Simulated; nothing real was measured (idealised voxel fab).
The name of this process module is voxel fin reveal.
For reference, the cross-section in this document is cut, with width 285 nm and square cells of 5 nm.
Heads up, the way a cross-section reads in here is a grid of square cells, handed over as bands from the top down, with every band being one or more rows of cells.
This entry defines a band. It first specifies the height of the band's top and the height of its bottom in nm, and then specifies the band's materials from left to right, stating each material with its width in nm. The word "throughout" identifies a single material that fills the band from edge to edge, while the word "empty" identifies empty space.
Ref level 0: as-received wafer is one material below here. Bottom band extends down with no lower bound ("0 down").
Read "30->40" as a graded width: first number on top, second number at the bottom, same change between each pair of neighbouring rows.
Where the words "same as before" appear for a step, the cross-section shows no cell changed by that step; every cell remained as before.
Any empty space of 8 cells or more lacking an open way to the top shows up in "Enclosed internal cavities" as width x height at distance, distance from the left edge, in nm.
On a step's line, text after the settings is the simulator commenting on that step.
For masked steps, "overlay nm" on the step line gives how far right of plan the mask actually lay; a minus sign means it lay to the left.

Steps planned for the process:
| 1 | RECEIVE: material Si |
| 2 | CONFORMAL_DEP: material SiN, thk nm 10 |
| 3 | MASKED_ETCH: tone cover, mask id FINS, width nm 15, pitch nm 35, etch materials SiN, depth nm 10, overlay nm 0 |
| 4 | MASKED_ETCH: tone cover, mask id FINS, width nm 15, pitch nm 35, etch materials Si, depth nm 30, overlay nm 0 |
| 5 | OXIDIZE: depth nm 5 |
| 6 | FILL_DEP: material SiO2, thk nm 15 |
| 7 | CMP: height nm 10 |
| 8 | SELECTIVE_ETCH: etch materials SiO2, depth nm 20 |
| 9 | STRIP: etch materials SiN |
| 10 | CONFORMAL_DEP: material SiO2, thk nm 5 |

Of two wafers, the first: run according to plan:

Incoming wafer, cross-sectional view, post step 1:
* 0 down  Si throughout
* Enclosed internal cavities: none

How the wafer stands in section after step 2:
* 10 to 0  SiN throughout
* No changes below 0.

How the wafer stands in section after step 3:
* 10 to 0  80 empty / 15 SiN / 20 empty / 15 SiN / 20 empty / 15 SiN / 20 empty / 15 SiN / 85 empty
* No changes below 0.

How the wafer stands in section after step 4:
* 10 to 0  80 empty / 15 SiN / 20 empty / 15 SiN / 20 empty / 15 SiN / 20 empty / 15 SiN / 85 empty
* 0 to -30  80 empty / 15 Si / 20 empty / 15 Si / 20 empty / 15 Si / 20 empty / 15 Si / 85 empty
* No changes below -30.

How the wafer stands in section after step 5:
* 10 to 0  80 empty / 15 SiN / 20 empty / 15 SiN / 20 empty / 15 SiN / 20 empty / 15 SiN / 85 empty
* 0 to -30  80 empty / 5 SiO2 / 5 Si / 5 SiO2 / 20 empty / 5 SiO2 / 5 Si / 5 SiO2 / 20 empty / 5 SiO2 / 5 Si / 5 SiO2 / 20 empty / 5 SiO2 / 5 Si / 5 SiO2 / 85 empty
* -30 to -35  85 SiO2 / 5 Si / 30 SiO2 / 5 Si / 30 SiO2 / 5 Si / 30 SiO2 / 5 Si / 90 SiO2
* No changes below -35.

How the wafer stands in section after step 6:
* 25 to 10  SiO2 throughout
* 10 to 0  80 SiO2 / 15 SiN / 20 SiO2 / 15 SiN / 20 SiO2 / 15 SiN / 20 SiO2 / 15 SiN / 85 SiO2
* 0 to -35  85 SiO2 / 5 Si / 30 SiO2 / 5 Si / 30 SiO2 / 5 Si / 30 SiO2 / 5 Si / 90 SiO2
* No changes below -35.

How the wafer stands in section after step 7:
* 10 to 0  80 SiO2 / 15 SiN / 20 SiO2 / 15 SiN / 20 SiO2 / 15 SiN / 20 SiO2 / 15 SiN / 85 SiO2
* No changes below 0.

How the wafer stands in section after step 8:
* 10 to 0  80 empty / 15 SiN / 20 empty / 15 SiN / 20 empty / 15 SiN / 20 empty / 15 SiN / 85 empty
* 0 to -10  85 empty / 5 Si / 30 empty / 5 Si / 30 empty / 5 Si / 30 empty / 5 Si / 90 empty
* No changes below -10.

How the wafer stands in section after step 9:
* 0 to -10  85 empty / 5 Si / 30 empty / 5 Si / 30 empty / 5 Si / 30 empty / 5 Si / 90 empty
* No changes below -10.

How the wafer stands in section after step 10:
* 5 to 0  80 empty / 15 SiO2 / 20 empty / 15 SiO2 / 20 empty / 15 SiO2 / 20 empty / 15 SiO2 / 85 empty
* 0 to -5  80 empty / 5 SiO2 / 5 Si / 5 SiO2 / 20 empty / 5 SiO2 / 5 Si / 5 SiO2 / 20 empty / 5 SiO2 / 5 Si / 5 SiO2 / 20 empty / 5 SiO2 / 5 Si / 5 SiO2 / 85 empty
* -5 to -35  85 SiO2 / 5 Si / 30 SiO2 / 5 Si / 30 SiO2 / 5 Si / 30 SiO2 / 5 Si / 90 SiO2
* No changes below -35.

Wafer two: like wafer one in start and plan, but with one mistake in execution; identical up to and including step 9:

Look at the second wafer in cross-section at the time step 10 ought to have finished:
* 5 to 0  80 empty / 15 SiN / 20 empty / 15 SiN / 20 empty / 15 SiN / 20 empty / 15 SiN / 85 empty
* 0 to -5  80 empty / 5 SiN / 5 Si / 5 SiN / 20 empty / 5 SiN / 5 Si / 5 SiN / 20 empty / 5 SiN / 5 Si / 5 SiN / 20 empty / 5 SiN / 5 Si / 5 SiN / 85 empty
* -5 to -10  85 SiN / 5 Si / 30 SiN / 5 Si / 30 SiN / 5 Si / 30 SiN / 5 Si / 90 SiN
* No changes below -10.
Misprocessing identified: off-plan run, step 10, actual operation and settings CONFORMAL_DEP: material SiN, thk nm 5
In the final state, the cell counts of the second wafer exceed or fall short of those of the first for the following materials: SiN +73; SiO2 -73
